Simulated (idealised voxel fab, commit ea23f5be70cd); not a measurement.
process module | voxel released beams
cross-section cut | 180 nm wide | cells 5 nm
A cross-section is a grid of square cells, given in bands from the top down. A band is one or more rows of cells.
Each band's line starts with the height of the band's top and of its bottom, in nm. Then come its materials from left to right, each with its width in nm. One material with "throughout" fills the band from edge to edge. "air" is empty space.
Height 0 is the level under which the wafer as received is all one material. The lowest band goes on downwards, as in "0 down".
A width such as "30 to 40" changes by the same amount from each row of cells to the next, from the band's top row to its bottom row.
"no change" after a step means that no cell of the cross-section changed.
closed voids: empty space of 8 cells or more with no open way to the top, each as width x height at its distance from the left edge, in nm
after a step's settings: what the simulator itself notes on the step
overlay nm, on a step with a mask: how far to the right of its planned place the mask lay; to the left if negative
plan
1 op RECEIVE | material Si
2 op CONFORMAL_DEP | material Al2O3 | thk nm 5
3 op DIRECTIONAL_DEP | material SiO2 | thk nm 10
4 op MASKED_ETCH | tone open | mask id ANCHOR | width nm 40 | etch materials SiO2 | depth nm 20 | overlay nm 0
5 op CONFORMAL_DEP | material SiN | thk nm 15
6 op PATTERN | tone cover | mask id BEAM | material resist | width nm 105 | thk nm 15 | overlay nm 0
7 op DIRECTIONAL_ETCH | etch materials SiN | depth nm 15
8 op STRIP | etch materials resist
9 op STRIP | etch materials SiO2
varied across the wafers: thk nm of step 3. The plan shows the first wafer's value. All wafers start alike
first wafer as received, after step 1
  0 down: Si throughout
  closed voids: none
each wafer at the end: cells of each material gained (+) or lost (-) since it was received, then its closed voids
thk nm 10 | +36 Al2O3 | +75 SiN | closed voids: none
thk nm 15 | +36 Al2O3 | +81 SiN | closed voids: none
thk nm 20 | +36 Al2O3 | +87 SiN | closed voids: none
thk nm 25 | +36 Al2O3 | closed voids: none
thk nm 30 | +36 Al2O3 | closed voids: none
thk nm 35 | +36 Al2O3 | closed voids: none
